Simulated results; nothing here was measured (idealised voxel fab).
process module | voxel wiring stack
cross-section cut | 195 nm wide | cells 5 nm
A cross-section is a grid of square cells, given in bands from the top down. A band is one or more rows of cells.
Each band's line starts with the height of the band's top and of its bottom, in nm. Then come its materials from left to right, each with its width in nm. One material with "throughout" fills the band from edge to edge. "air" is empty space.
Height 0 is the level under which the wafer as received is all one material. The lowest band goes on downwards, as in "0 down".
A width such as "30 to 40" changes by the same amount from each row of cells to the next, from the band's top row to its bottom row.
"no change" after a step means that no cell of the cross-section changed.
closed voids: empty space of 8 cells or more with no open way to the top, each as width x height at its distance from the left edge, in nm
after a step's settings: what the simulator itself notes on the step
overlay nm, on a step with a mask: how far to the right of its planned place the mask lay; to the left if negative
plan
1 op RECEIVE | material Si
2 op CONFORMAL_DEP | material SiO2 | thk nm 10
3 op CONFORMAL_DEP | material SiCN | thk nm 5
4 op DIRECTIONAL_DEP | material SiO2 | thk nm 15
5 op PATTERN | tone open | mask id METAL_1 | material resist | width nm 25 | pitch nm 55 | thk nm 15 | overlay nm 0
6 op DIRECTIONAL_ETCH | etch materials SiO2 | depth nm 15
7 op DIRECTIONAL_ETCH | etch materials SiCN | depth nm 5
8 op STRIP | etch materials resist
9 op CONFORMAL_DEP | material TiN | thk nm 5
10 op FILL_DEP | material W | thk nm 5
11 op CMP | height nm 30
12 op CONFORMAL_DEP | material SiCN | thk nm 5
13 op DIRECTIONAL_DEP | material lowk | thk nm 15
14 op PATTERN | tone open | mask id PLUG_1 | material resist | width nm 15 | pitch nm 55 | thk nm 15 | overlay nm 0
15 op DIRECTIONAL_ETCH | etch materials lowk | depth nm 15
16 op DIRECTIONAL_ETCH | etch materials SiCN | depth nm 5
17 op STRIP | etch materials resist
18 op CONFORMAL_DEP | material TiN | thk nm 5
19 op FILL_DEP | material Ru | thk nm 10
20 op CMP | height nm 50
21 op DIRECTIONAL_DEP | material TiN | thk nm 5
22 op DIRECTIONAL_DEP | material W | thk nm 15
23 op DIRECTIONAL_DEP | material aC | thk nm 10
24 op PATTERN | tone cover | mask id METAL_2 | material resist | width nm 25 | pitch nm 55 | thk nm 25 | overlay nm 0
25 op DIRECTIONAL_ETCH | etch materials aC | depth nm 10
26 op STRIP | etch materials resist
27 op DIRECTIONAL_ETCH | etch materials W | depth nm 15
28 op DIRECTIONAL_ETCH | etch materials TiN | depth nm 5
29 op STRIP | etch materials aC
30 op CONFORMAL_DEP | material SiN | thk nm 5
31 op FILL_DEP | material SiO2 | thk nm 5
32 op CMP | height nm 70
33 op CONFORMAL_DEP | material SiCN | thk nm 5
34 op DIRECTIONAL_DEP | material lowk | thk nm 25
35 op MASKED_ETCH | tone open | mask id METAL_3_HOLES | width nm 15 | etch materials lowk | depth nm 25 | overlay nm 0
36 op PATTERN | tone open | mask id METAL_3 | material resist | width nm 25 | pitch nm 55 | thk nm 20 | overlay nm 0
37 op DIRECTIONAL_ETCH | etch materials lowk | depth nm 15
38 op DIRECTIONAL_ETCH | etch materials SiCN | depth nm 5
39 op STRIP | etch materials resist
40 op CONFORMAL_DEP | material TiN | thk nm 5
41 op FILL_DEP | material Cu | thk nm 10
42 op CMP | height nm 90
43 op CONFORMAL_DEP | material SiCN | thk nm 5
varied across the wafers: height nm of step 42. The plan shows the first wafer's value. All wafers start alike
first wafer as received, after step 1
  0 down: Si throughout
  closed voids: none
first wafer at the end, after step 43
  95 to 90: SiCN throughout
  90 to 85: lowk 55 | TiN 5 | Cu 5 | TiN 15 | lowk 30 | TiN 25 | lowk 60
  85 to 75: lowk 55 | TiN 5 | Cu 5 | TiN 5 | lowk 125
  75 to 70: SiCN 55 | TiN 15 | SiCN 125
  70 to 55: SiO2 50 | SiN 5 | W 25 | SiN 5 | SiO2 20 | SiN 5 | W 25 | SiN 5 | SiO2 55
  55 to 50: SiN 55 | TiN 25 | SiN 30 | TiN 25 | SiN 60
  50 to 35: lowk 55 | TiN 5 | Ru 5 | TiN 5 | lowk 40 | TiN 5 | Ru 5 | TiN 5 | lowk 70
  35 to 30: SiCN 55 | TiN 15 | SiCN 40 | TiN 15 | SiCN 70
  30 to 15: SiO2 55 | TiN 5 | W 15 | TiN 5 | SiO2 30 | TiN 5 | W 15 | TiN 5 | SiO2 60
  15 to 10: SiCN 55 | TiN 25 | SiCN 30 | TiN 25 | SiCN 60
  10 to 0: SiO2 throughout
  0 down: Si throughout
  closed voids: none
last wafer at the end
  120 to 115: SiCN throughout
  115 to 105: Cu throughout
  105 to 100: TiN 60 | Cu 15 | TiN 40 | Cu 15 | TiN 65
  100 to 90: lowk 55 | TiN 5 | Cu 15 | TiN 5 | lowk 30 | TiN 5 | Cu 15 | TiN 5 | lowk 60
  90 to 85: lowk 55 | TiN 5 | Cu 5 | TiN 15 | lowk 30 | TiN 25 | lowk 60
  85 to 75: lowk 55 | TiN 5 | Cu 5 | TiN 5 | lowk 125
  75 to 70: SiCN 55 | TiN 15 | SiCN 125
  70 to 55: SiO2 50 | SiN 5 | W 25 | SiN 5 | SiO2 20 | SiN 5 | W 25 | SiN 5 | SiO2 55
  55 to 50: SiN 55 | TiN 25 | SiN 30 | TiN 25 | SiN 60
  50 to 35: lowk 55 | TiN 5 | Ru 5 | TiN 5 | lowk 40 | TiN 5 | Ru 5 | TiN 5 | lowk 70
  35 to 30: SiCN 55 | TiN 15 | SiCN 40 | TiN 15 | SiCN 70
  30 to 15: SiO2 55 | TiN 5 | W 15 | TiN 5 | SiO2 30 | TiN 5 | W 15 | TiN 5 | SiO2 60
  15 to 10: SiCN 55 | TiN 25 | SiCN 30 | TiN 25 | SiCN 60
  10 to 0: SiO2 throughout
  0 down: Si throughout
  closed voids: none
each wafer at the end: cells of each material gained (+) or lost (-) since it was received, then its closed voids
height nm 90 | +3 Cu | +6 Ru | +137 SiCN | +41 SiN | +240 SiO2 | +66 TiN | +48 W | +200 lowk | closed voids: none
height nm 95 | +9 Cu | +6 Ru | +137 SiCN | +41 SiN | +240 SiO2 | +70 TiN | +48 W | +229 lowk | closed voids: none
height nm 100 | +15 Cu | +6 Ru | +137 SiCN | +41 SiN | +240 SiO2 | +74 TiN | +48 W | +258 lowk | closed voids: none
height nm 105 | +21 Cu | +6 Ru | +137 SiCN | +41 SiN | +240 SiO2 | +107 TiN | +48 W | +258 lowk | closed voids: none
height nm 110 | +60 Cu | +6 Ru | +137 SiCN | +41 SiN | +240 SiO2 | +107 TiN | +48 W | +258 lowk | closed voids: none
height nm 115 | +99 Cu | +6 Ru | +137 SiCN | +41 SiN | +240 SiO2 | +107 TiN | +48 W | +258 lowk | closed voids: none
